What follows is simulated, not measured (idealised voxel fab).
process module | voxel ribs on slabs
cross-section cut | 155 nm wide | cells 5 nm
A cross-section is a grid of square cells, given in bands from the top down. A band is one or more rows of cells.
Each band's line starts with the height of the band's top and of its bottom, in nm. Then come its materials from left to right, each with its width in nm. One material with "throughout" fills the band from edge to edge. "air" is empty space.
Height 0 is the level under which the wafer as received is all one material. The lowest band goes on downwards, as in "0 down".
A width such as "30 to 40" changes by the same amount from each row of cells to the next, from the band's top row to its bottom row.
"no change" after a step means that no cell of the cross-section changed.
closed voids: empty space of 8 cells or more with no open way to the top, each as width x height at its distance from the left edge, in nm
after a step's settings: what the simulator itself notes on the step
overlay nm, on a step with a mask: how far to the right of its planned place the mask lay; to the left if negative
plan
1 op RECEIVE | material Si
2 op DIRECTIONAL_DEP | material SiO2 | thk nm 30
3 op DIRECTIONAL_DEP | material polySi | thk nm 25
4 op PATTERN | tone cover | mask id RIB | material resist | width nm 30 | thk nm 15 | overlay nm 0
5 op DIRECTIONAL_ETCH | etch materials polySi | depth nm 10
6 op STRIP | etch materials resist
7 op MASKED_ETCH | tone cover | mask id SLAB | width nm 60 | etch materials polySi | depth nm 15 | overlay nm 0
8 op FILL_DEP | material SiO2 | thk nm 25
9 op CMP | height nm 70
10 op DIRECTIONAL_DEP | material W | thk nm 10
11 op PATTERN | tone cover | mask id HEATER | material resist | width nm 40 | thk nm 15 | overlay nm 0
12 op DIRECTIONAL_ETCH | etch materials W | depth nm 10
13 op STRIP | etch materials resist
14 op CONFORMAL_DEP | material SiO2 | thk nm 10
as received, after step 1
  0 down: Si throughout
  closed voids: none
a wafer at the end: this start, this plan, one mistake
  90 to 80: air 45 | SiO2 60 | air 50
  80 to 70: SiO2 55 | W 40 | SiO2 60
  70 to 55: SiO2 throughout
  55 to 45: SiO2 60 | polySi 30 | SiO2 65
  45 to 30: SiO2 45 | polySi 60 | SiO2 50
  30 to 0: polySi throughout
  0 down: Si throughout
  closed voids: none
what went wrong: step 2 ran as: op DIRECTIONAL_DEP | material polySi | thk nm 30
